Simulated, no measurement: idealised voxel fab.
Name of the process module below: voxel local oxidation
The width of the displayed cross-section, cut, is 180 nm; its cells are square, with a size of 5 nm.
Cross-section format: a grid of square cells, given as bands from top to bottom; each band is one or more rows of cells.
Top height, bottom height, nm. Materials left to right, width each, nm. Single material + "throughout" = fills band edge to edge. "air" = empty.
For the purposes of this specification, 0 denotes the height below which the wafer in its as-received condition is composed wholly of one material, and the lowermost band, lacking a lower limit, extends downward without end, as expressed in "0..down".
Note: "30->40" means the width goes from the first number (top row of the band) to the second number (bottom row) in equal steps per row of cells.
"no alteration" -> step changed no cross-section cell.
Look at "closed voids" for the closed voids: empty spaces with no open path to the top, sized 8 cells or up. Each is width x height at distance, distance from the left edge, all nm.
That trailing text on a step's line, after the settings, is the simulator's own remark on the step.
"overlay nm", when on a step's line for a step with a mask, measures how far to the right of its planned place the mask lay; a negative measure means to the left.

## The following list gives the planned process steps
| 1 | RECEIVE,material Si |
| 2 | OXIDIZE,depth nm 5 |
| 3 | CONFORMAL_DEP,material SiN,thk nm 15 |
| 4 | PATTERN,tone cover,mask id ACTIVE,material resist,width nm 130,thk nm 20,overlay nm -10 |
| 5 | DIRECTIONAL_ETCH,etch materials SiN,depth nm 15 |
| 6 | STRIP,etch materials resist |
| 7 | SELECTIVE_ETCH,etch materials SiO2,depth nm 5 |
| 8 | OXIDIZE,depth nm 15 |
| 9 | STRIP,etch materials SiN |
The plan shows the overlay nm of step 4 as the first wafer had it; this setting differs between the wafers, which start out alike.

## Cut through the first of several wafers as received, post step 1
* 0..down  Si throughout
* closed voids: none

## Gained (+) or lost (-) cells of each material since receipt, then closed voids: one row per wafer, at the end of the module
overlay nm -10; -90 Si; +78 SiO2; closed voids: none
overlay nm -5; -90 Si; +78 SiO2; closed voids: none
overlay nm 0; -90 Si; +78 SiO2; closed voids: none
overlay nm 5; -90 Si; +78 SiO2; closed voids: none
overlay nm 10; -90 Si; +78 SiO2; closed voids: none
